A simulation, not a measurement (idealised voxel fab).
process module | voxel capacitor over wiring
cross-section cut | 235 nm wide | cells 5 nm
A cross-section is a grid of square cells, given in bands from the top down. A band is one or more rows of cells.
Each band's line starts with the height of the band's top and of its bottom, in nm. Then come its materials from left to right, each with its width in nm. One material with "throughout" fills the band from edge to edge. "air" is empty space.
Height 0 is the level under which the wafer as received is all one material. The lowest band goes on downwards, as in "0 down".
A width such as "30 to 40" changes by the same amount from each row of cells to the next, from the band's top row to its bottom row.
"no change" after a step means that no cell of the cross-section changed.
closed voids: empty space of 8 cells or more with no open way to the top, each as width x height at its distance from the left edge, in nm
after a step's settings: what the simulator itself notes on the step
overlay nm, on a step with a mask: how far to the right of its planned place the mask lay; to the left if negative
plan
1 op RECEIVE | material Si
2 op CONFORMAL_DEP | material SiO2 | thk nm 15
3 op CONFORMAL_DEP | material SiCN | thk nm 5
4 op DIRECTIONAL_DEP | material SiO2 | thk nm 25
5 op MASKED_ETCH | tone open | mask id METAL_1 | width nm 30 | pitch nm 85 | etch materials SiO2 | depth nm 25 | overlay nm 0
6 op MASKED_ETCH | tone open | mask id METAL_1 | width nm 30 | pitch nm 85 | etch materials SiCN | depth nm 5 | overlay nm 0
7 op CONFORMAL_DEP | material TiN | thk nm 5
8 op FILL_DEP | material Cu | thk nm 5
9 op CMP | height nm 45
10 op CONFORMAL_DEP | material SiCN | thk nm 5
11 op DIRECTIONAL_DEP | material SiO2 | thk nm 20
12 op DIRECTIONAL_DEP | material aC | thk nm 15
13 op PATTERN | tone open | mask id PLUG_1 | material resist | width nm 15 | thk nm 30 | overlay nm 0
14 op DIRECTIONAL_ETCH | etch materials aC | depth nm 15
15 op STRIP | etch materials resist
16 op DIRECTIONAL_ETCH | etch materials SiO2 | depth nm 20
17 op DIRECTIONAL_ETCH | etch materials SiCN | depth nm 5
18 op STRIP | etch materials aC
19 op CONFORMAL_DEP | material TiN | thk nm 5
20 op FILL_DEP | material Cu | thk nm 10
21 op CMP | height nm 70
22 op DIRECTIONAL_DEP | material TiN | thk nm 10
23 op DIRECTIONAL_DEP | material HfO2 | thk nm 5
24 op DIRECTIONAL_DEP | material TiN | thk nm 10
25 op PATTERN | tone cover | mask id UPPER_PLATE | material resist | width nm 60 | thk nm 15 | overlay nm 0
26 op DIRECTIONAL_ETCH | etch materials TiN | depth nm 10
27 op DIRECTIONAL_ETCH | etch materials HfO2 | depth nm 5
28 op STRIP | etch materials resist
29 op MASKED_ETCH | tone cover | mask id LOWER_PLATE | width nm 70 | etch materials TiN | depth nm 10 | overlay nm 0
30 op FILL_DEP | material SiO2 | thk nm 15
31 op CMP | height nm 105
32 op DIRECTIONAL_DEP | material aC | thk nm 15
33 op PATTERN | tone open | mask id PLUG_2 | material resist | width nm 15 | thk nm 30 | overlay nm 0
34 op DIRECTIONAL_ETCH | etch materials aC | depth nm 15
35 op STRIP | etch materials resist
36 op DIRECTIONAL_ETCH | etch materials SiO2 | depth nm 10
37 op STRIP | etch materials aC
38 op CONFORMAL_DEP | material TiN | thk nm 5
39 op FILL_DEP | material Ru | thk nm 10
40 op CMP | height nm 105
41 op CONFORMAL_DEP | material SiN | thk nm 5
as received, after step 1
  0 down: Si throughout
  closed voids: none
a wafer at the end: this start, this plan, one mistake
  110 to 105: SiN throughout
  105 to 100: SiO2 85 | TiN 5 | Ru 5 | TiN 5 | SiO2 135
  100 to 95: SiO2 85 | TiN 15 | SiO2 135
  95 to 85: SiO2 75 | TiN 60 | SiO2 100
  85 to 80: SiO2 75 | HfO2 60 | SiO2 100
  80 to 70: SiO2 70 | TiN 70 | SiO2 95
  70 to 50: SiO2 75 | TiN 5 | Cu 5 | TiN 5 | SiO2 145
  50 to 45: SiCN 75 | TiN 15 | SiCN 145
  45 to 25: SiO2 55 | TiN 5 | Cu 30 | TiN 5 | SiO2 45 | TiN 5 | Cu 30 | TiN 5 | SiO2 55
  25 to 20: SiO2 55 | TiN 10 | Cu 20 | TiN 10 | SiO2 45 | TiN 10 | Cu 20 | TiN 10 | SiO2 55
  20 to 15: SiCN 60 | TiN 30 | SiCN 55 | TiN 30 | SiCN 60
  15 to 0: SiO2 throughout
  0 down: Si throughout
  closed voids: none
what went wrong: step 5 ran as: op MASKED_ETCH | tone open | mask id METAL_1 | width nm 40 | pitch nm 85 | etch materials SiO2 | depth nm 25 | overlay nm 0
